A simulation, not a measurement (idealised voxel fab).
The process module presented herein is designated voxel released beams.
Xsec cut, 245 nm wide, square cell size 5 nm.
In this document a cross-section is written as a grid of square cells. It is given as a series of bands, listed from the top down, and a band is one or more rows of cells. A band entry consists of two parts. The first gives the height of the band's top and the height of its bottom, in nm. The rest lists the band's materials from left to right, each with its width in nm. A single material labelled with the word "throughout" fills the band from edge to edge, and the word "air" marks empty space. Below 0: as-received wafer, all one material; heights counted from there. Lowest band: no bottom, goes on down, written "0 nm and below". Top row gets the first number, bottom row gets the second, and each row in between changes by the same step: that is how a band width like "30 to 40" works. The cross-section has no changed cell in any step marked "no modifications". Empty spaces counting at least 8 cells and having no open way to the top are listed in "Closed cavities". The notation width x height at distance is used for each, the distance being from the left edge and all three values in nm. Read whatever lies past the settings on a step's line as the simulator's own remark about the step. overlay nm: mask offset rightward from planned place, masked step; negative means leftward offset.

BELOW IS THE LIST OF PLANNED PROCESS STEPS
1,RECEIVE (material Si)
2,CONFORMAL_DEP (material SiN; thk nm 10)
3,DIRECTIONAL_DEP (material SiO2; thk nm 15)
4,MASKED_ETCH (tone open; mask id ANCHOR; width nm 35; etch materials SiO2; depth nm 15; overlay nm 0)
5,CONFORMAL_DEP (material W; thk nm 10)
6,MASKED_ETCH (tone cover; mask id BEAM; width nm 85; etch materials W; depth nm 10; overlay nm 0)
7,STRIP (etch materials SiO2)

ACCOUNT OF THE FIRST OF TWO WAFERS, WHICH WAS PROCESSED AS INTENDED

DELIVERED WAFER IN CROSS-SECTION: STATE AFTER STEP 1
  0 nm and below: Si throughout
  Closed cavities: none

THE WAFER, SEEN IN CROSS-SECTION, AFTER STEP 2
  10 nm to 0 nm: SiN throughout
  All layers under 0 are left as they were.

THE WAFER, SEEN IN CROSS-SECTION, AFTER STEP 3
  25 nm to 10 nm: SiO2 throughout
  All layers under 10 are left as they were.

THE WAFER, SEEN IN CROSS-SECTION, AFTER STEP 4
  25 nm to 10 nm: SiO2: 80  air: 35  SiO2: 130
  All layers under 10 are left as they were.

THE WAFER, SEEN IN CROSS-SECTION, AFTER STEP 5
  35 nm to 25 nm: W: 90  air: 15  W: 140
  25 nm to 20 nm: SiO2: 80  W: 10  air: 15  W: 10  SiO2: 130
  20 nm to 10 nm: SiO2: 80  W: 35  SiO2: 130
  All layers under 10 are left as they were.

THE WAFER, SEEN IN CROSS-SECTION, AFTER STEP 6
  35 nm to 25 nm: air: 75  W: 15  air: 15  W: 55  air: 85
  All layers under 25 are left as they were.

THE WAFER, SEEN IN CROSS-SECTION, AFTER STEP 7
  35 nm to 25 nm: air: 75  W: 15  air: 15  W: 55  air: 85
  25 nm to 20 nm: air: 80  W: 10  air: 15  W: 10  air: 130
  20 nm to 10 nm: air: 80  W: 35  air: 130
  All layers under 10 are left as they were.

SECOND WAFER: SAME START AND SAME PLAN AS THE FIRST, ONE EXECUTION ERROR; IDENTICAL TO THE FIRST THROUGH STEP 6

CROSS-SECTION: SECOND WAFER, TIME AT WHICH STEP 7 WAS SCHEDULED TO END
  35 nm to 25 nm: air: 75  W: 15  air: 15  W: 55  air: 85
  25 nm to 20 nm: air: 80  W: 10  air: 15  W: 10  air: 130
  20 nm to 10 nm: air: 80  W: 35  air: 130
  All layers under 10 are left as they were.
The plan and the run diverged here: step 7 was run twice
Since the two wafers finish with cross-sections that are the same, nothing this model computes is changed by the mistake.
